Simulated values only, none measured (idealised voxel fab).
This is a process module. Its name is voxel tone inversion.
Cross-sectional view cut (width: 245 nm; square cell size: 5 nm).
A cross-section is written here as square cells arranged in a grid, and it is given in bands from the top down, each band taking up one or more rows of cells. Top height, bottom height, nm. Materials left to right, width each, nm. Single material + "throughout" = fills band edge to edge. "blank" = empty. Height 0 is the level under which the wafer as received is all one material. The lowest band goes on downwards, as in "0 -> down". Per-row width for "30 to 40": begins at first number (top row of band), ends at second number (bottom row), increment between rows held constant. What does "remained unchanged" mean for a step? It means no cell of the cross-section changed in that step. "Closed void table" specifies each empty space that is not open to the top and that occupies no fewer than 8 cells, using the form width x height at distance, the distance measured from the left edge and all three quantities in nm. Where a step's line continues beyond its settings, the continuation is a remark by the simulator itself on that step. overlay nm: mask offset rightward from planned place, masked step; negative means leftward offset.
# List of planned process steps
1,op RECEIVE | material Si
2,op CONFORMAL_DEP | material SiN | thk nm 10
3,op DIRECTIONAL_DEP | material polySi | thk nm 15
4,op PATTERN | tone cover | mask id POSTS | material resist | width nm 20 | pitch nm 45 | thk nm 20 | overlay nm 0
5,op DIRECTIONAL_ETCH | etch materials polySi | depth nm 15
6,op STRIP | etch materials resist
7,op FILL_DEP | material SiO2 | thk nm 10
8,op CMP | height nm 25
9,op STRIP | etch materials polySi
10,op CONFORMAL_DEP | material TiN | thk nm 5
11,op FILL_DEP | material Cu | thk nm 5
12,op CMP | height nm 25
13,op CONFORMAL_DEP | material SiCN | thk nm 5
# First of two wafers - as planned
# Cross-section of the wafer upon arrival, representing the state reached after step 1
* 0 -> down  Si throughout
* Closed void table: none
# Wafer after step 2 (cross-section)
* 10 -> 0  SiN throughout
* No changes below 0.
# Wafer after step 3 (cross-section)
* 25 -> 10  polySi throughout
* No changes below 10.
# Wafer after step 4 (cross-section)
* 45 -> 25  65 nm blank / 20 nm resist / 25 nm blank / 20 nm resist / 25 nm blank / 20 nm resist / 70 nm blank
* No changes below 25.
# Wafer after step 5 (cross-section)
* 45 -> 25  65 nm blank / 20 nm resist / 25 nm blank / 20 nm resist / 25 nm blank / 20 nm resist / 70 nm blank
* 25 -> 10  65 nm blank / 20 nm polySi / 25 nm blank / 20 nm polySi / 25 nm blank / 20 nm polySi / 70 nm blank
* No changes below 10.
# Wafer after step 6 (cross-section)
* 25 -> 10  65 nm blank / 20 nm polySi / 25 nm blank / 20 nm polySi / 25 nm blank / 20 nm polySi / 70 nm blank
* No changes below 10.
# Wafer after step 7 (cross-section)
* 35 -> 25  SiO2 throughout
* 25 -> 10  65 nm SiO2 / 20 nm polySi / 25 nm SiO2 / 20 nm polySi / 25 nm SiO2 / 20 nm polySi / 70 nm SiO2
* No changes below 10.
# Wafer after step 8 (cross-section)
* 25 -> 10  65 nm SiO2 / 20 nm polySi / 25 nm SiO2 / 20 nm polySi / 25 nm SiO2 / 20 nm polySi / 70 nm SiO2
* No changes below 10.
# Wafer after step 9 (cross-section)
* 25 -> 10  65 nm SiO2 / 20 nm blank / 25 nm SiO2 / 20 nm blank / 25 nm SiO2 / 20 nm blank / 70 nm SiO2
* No changes below 10.
# Wafer after step 10 (cross-section)
* 30 -> 25  70 nm TiN / 10 nm blank / 35 nm TiN / 10 nm blank / 35 nm TiN / 10 nm blank / 75 nm TiN
* 25 -> 15  65 nm SiO2 / 5 nm TiN / 10 nm blank / 5 nm TiN / 25 nm SiO2 / 5 nm TiN / 10 nm blank / 5 nm TiN / 25 nm SiO2 / 5 nm TiN / 10 nm blank / 5 nm TiN / 70 nm SiO2
* 15 -> 10  65 nm SiO2 / 20 nm TiN / 25 nm SiO2 / 20 nm TiN / 25 nm SiO2 / 20 nm TiN / 70 nm SiO2
* No changes below 10.
# Wafer after step 11 (cross-section)
* 35 -> 30  Cu throughout
* 30 -> 25  70 nm TiN / 10 nm Cu / 35 nm TiN / 10 nm Cu / 35 nm TiN / 10 nm Cu / 75 nm TiN
* 25 -> 15  65 nm SiO2 / 5 nm TiN / 10 nm Cu / 5 nm TiN / 25 nm SiO2 / 5 nm TiN / 10 nm Cu / 5 nm TiN / 25 nm SiO2 / 5 nm TiN / 10 nm Cu / 5 nm TiN / 70 nm SiO2
* No changes below 15.
# Wafer after step 12 (cross-section)
* 25 -> 15  65 nm SiO2 / 5 nm TiN / 10 nm Cu / 5 nm TiN / 25 nm SiO2 / 5 nm TiN / 10 nm Cu / 5 nm TiN / 25 nm SiO2 / 5 nm TiN / 10 nm Cu / 5 nm TiN / 70 nm SiO2
* No changes below 15.
# Wafer after step 13 (cross-section)
* 30 -> 25  SiCN throughout
* No changes below 25.
# Now the other wafer: same start, same recipe, but we messed up one thing when running it. Up to and including step 3 it's the same as the first one
# At the planned end of step 4, the second wafer in cross-section
* 45 -> 25  60 nm blank / 20 nm resist / 25 nm blank / 20 nm resist / 25 nm blank / 20 nm resist / 75 nm blank
* No changes below 25.
# At the planned end of step 5, the second wafer in cross-section
* 45 -> 25  60 nm blank / 20 nm resist / 25 nm blank / 20 nm resist / 25 nm blank / 20 nm resist / 75 nm blank
* 25 -> 10  60 nm blank / 20 nm polySi / 25 nm blank / 20 nm polySi / 25 nm blank / 20 nm polySi / 75 nm blank
* No changes below 10.
# At the planned end of step 6, the second wafer in cross-section
* 25 -> 10  60 nm blank / 20 nm polySi / 25 nm blank / 20 nm polySi / 25 nm blank / 20 nm polySi / 75 nm blank
* No changes below 10.
# At the planned end of step 7, the second wafer in cross-section
* 35 -> 25  SiO2 throughout
* 25 -> 10  60 nm SiO2 / 20 nm polySi / 25 nm SiO2 / 20 nm polySi / 25 nm SiO2 / 20 nm polySi / 75 nm SiO2
* No changes below 10.
# At the planned end of step 8, the second wafer in cross-section
* 25 -> 10  60 nm SiO2 / 20 nm polySi / 25 nm SiO2 / 20 nm polySi / 25 nm SiO2 / 20 nm polySi / 75 nm SiO2
* No changes below 10.
# At the planned end of step 9, the second wafer in cross-section
* 25 -> 10  60 nm SiO2 / 20 nm blank / 25 nm SiO2 / 20 nm blank / 25 nm SiO2 / 20 nm blank / 75 nm SiO2
* No changes below 10.
# At the planned end of step 10, the second wafer in cross-section
* 30 -> 25  65 nm TiN / 10 nm blank / 35 nm TiN / 10 nm blank / 35 nm TiN / 10 nm blank / 80 nm TiN
* 25 -> 15  60 nm SiO2 / 5 nm TiN / 10 nm blank / 5 nm TiN / 25 nm SiO2 / 5 nm TiN / 10 nm blank / 5 nm TiN / 25 nm SiO2 / 5 nm TiN / 10 nm blank / 5 nm TiN / 75 nm SiO2
* 15 -> 10  60 nm SiO2 / 20 nm TiN / 25 nm SiO2 / 20 nm TiN / 25 nm SiO2 / 20 nm TiN / 75 nm SiO2
* No changes below 10.
# At the planned end of step 11, the second wafer in cross-section
* 35 -> 30  Cu throughout
* 30 -> 25  65 nm TiN / 10 nm Cu / 35 nm TiN / 10 nm Cu / 35 nm TiN / 10 nm Cu / 80 nm TiN
* 25 -> 15  60 nm SiO2 / 5 nm TiN / 10 nm Cu / 5 nm TiN / 25 nm SiO2 / 5 nm TiN / 10 nm Cu / 5 nm TiN / 25 nm SiO2 / 5 nm TiN / 10 nm Cu / 5 nm TiN / 75 nm SiO2
* No changes below 15.
# At the planned end of step 12, the second wafer in cross-section
* 25 -> 15  60 nm SiO2 / 5 nm TiN / 10 nm Cu / 5 nm TiN / 25 nm SiO2 / 5 nm TiN / 10 nm Cu / 5 nm TiN / 25 nm SiO2 / 5 nm TiN / 10 nm Cu / 5 nm TiN / 75 nm SiO2
* No changes below 15.
# At the planned end of step 13, the second wafer in cross-section
* 30 -> 25  SiCN throughout
* No changes below 25.
What broke from the plan during processing? step 4 ran differently from the plan; actual operation with settings: op PATTERN | tone cover | mask id POSTS | material resist | width nm 20 | pitch nm 45 | thk nm 20 | overlay nm -5
Same inventory, different map: at the end, the second wafer holds as many cells of each material as the first, placed elsewhere.
